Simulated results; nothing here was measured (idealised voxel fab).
The following is a process module called voxel self aligned contacts.
FYI the section here is cut, 160 nm wide, cells are 5 nm squares.
Format of a cross-section: grid, square cells. Given as bands. Order: top down. Band: one or more rows of cells. Heads up on the band format: heights come first, top then bottom, in nm. After that it's the materials left to right, each with its width in nm. A single material flagged "throughout" fills the whole band edge to edge, and "empty" means there's empty space there. Where do heights start? At 0: under that level the wafer as delivered is made of one material only. And the lowest band has no floor; it just carries on downward, as in "from 0 down". Width: "30->40" (first number = top row, second number = bottom row, same change from row to row of cells). "nothing got changed" for a step: no cell of the cross-section changed in that step. Empty spaces without an open route to the top, at least 8 cells in extent, make up the entry "Voids, fully enclosed"; each is given as width x height at distance, where the distance is measured from the left edge, and all are in nm. Whatever follows a step's settings on its line is a remark the simulator itself makes about that step. Regarding "overlay nm": on a step with a mask, it is the distance the mask lay to the right of its planned place; a negative value places it to the left.
**Intended process steps**
1 RECEIVE: material Si
2 OXIDIZE: depth nm 5
3 DIRECTIONAL_DEP: material polySi, thk nm 25
4 DIRECTIONAL_DEP: material SiN, thk nm 20
5 DIRECTIONAL_DEP: material aC, thk nm 10
6 PATTERN: tone cover, mask id GATE, material resist, width nm 30, pitch nm 75, thk nm 25, overlay nm 0
7 DIRECTIONAL_ETCH: etch materials aC, depth nm 10
8 STRIP: etch materials resist
9 DIRECTIONAL_ETCH: etch materials SiN, depth nm 20
10 DIRECTIONAL_ETCH: etch materials polySi, depth nm 25
11 STRIP: etch materials aC
12 CONFORMAL_DEP: material SiN, thk nm 10
13 DIRECTIONAL_ETCH: etch materials SiN, depth nm 10
14 FILL_DEP: material SiO2, thk nm 15
15 CMP: height nm 50
16 DIRECTIONAL_DEP: material aC, thk nm 15
17 PATTERN: tone open, mask id CONTACT, material resist, width nm 55, thk nm 35, overlay nm -15
18 DIRECTIONAL_ETCH: etch materials aC, depth nm 15
19 STRIP: etch materials resist
20 DIRECTIONAL_ETCH: etch materials SiO2, depth nm 55
21 STRIP: etch materials aC
22 CONFORMAL_DEP: material TiN, thk nm 5
23 FILL_DEP: material Ru, thk nm 10
24 CMP: height nm 50
25 CONFORMAL_DEP: material SiCN, thk nm 5
Same starting wafers, different overlay nm at step 17. Plan value belongs to the first wafer.
**Cross-section of the first incoming wafer of several, state after step 1**
- from 0 down | Si throughout
- Voids, fully enclosed: none
**Quick look at the cross-section of the first of several wafers after step 25, which wraps up the module**
- from 55 to 50 | SiCN throughout
- from 50 to 45 | SiO2 35 / TiN 35 / Ru 15 / TiN 5 / SiO2 70
- from 45 to 25 | SiO2 15 / SiN 50 / TiN 5 / Ru 15 / TiN 5 / SiN 50 / SiO2 20
- from 25 to 0 | SiO2 15 / SiN 10 / polySi 30 / SiN 10 / TiN 5 / Ru 15 / TiN 5 / SiN 10 / polySi 30 / SiN 10 / SiO2 20
- from 0 to -5 | SiO2 65 / TiN 25 / SiO2 70
- from -5 down | Si throughout
- Voids, fully enclosed: none
**Cross-section, module end, final of several wafers**
- from 55 to 50 | SiCN throughout
- from 50 to 45 | SiO2 65 / TiN 5 / Ru 15 / TiN 35 / SiO2 40
- from 45 to 25 | SiO2 15 / SiN 50 / TiN 5 / Ru 15 / TiN 5 / SiN 50 / SiO2 20
- from 25 to 0 | SiO2 15 / SiN 10 / polySi 30 / SiN 10 / TiN 5 / Ru 15 / TiN 5 / SiN 10 / polySi 30 / SiN 10 / SiO2 20
- from 0 to -5 | SiO2 65 / TiN 25 / SiO2 70
- from -5 down | Si throughout
- Voids, fully enclosed: none
**Row per wafer, end-of-module: cell gain (+)/loss (-) by material since the wafer came in, then closed voids**
overlay nm -15, +30 Ru, -32 Si, +32 SiCN, +120 SiN, +111 SiO2, +31 TiN, +60 polySi, Voids, fully enclosed: none
overlay nm -10, +30 Ru, -32 Si, +32 SiCN, +120 SiN, +111 SiO2, +31 TiN, +60 polySi, Voids, fully enclosed: none
overlay nm -5, +30 Ru, -32 Si, +32 SiCN, +120 SiN, +111 SiO2, +31 TiN, +60 polySi, Voids, fully enclosed: none
overlay nm 0, +30 Ru, -32 Si, +32 SiCN, +120 SiN, +111 SiO2, +31 TiN, +60 polySi, Voids, fully enclosed: none
overlay nm 5, +30 Ru, -32 Si, +32 SiCN, +120 SiN, +111 SiO2, +31 TiN, +60 polySi, Voids, fully enclosed: none
overlay nm 10, +30 Ru, -32 Si, +32 SiCN, +120 SiN, +111 SiO2, +31 TiN, +60 polySi, Voids, fully enclosed: none
overlay nm 15, +30 Ru, -32 Si, +32 SiCN, +120 SiN, +111 SiO2, +31 TiN, +60 polySi, Voids, fully enclosed: none
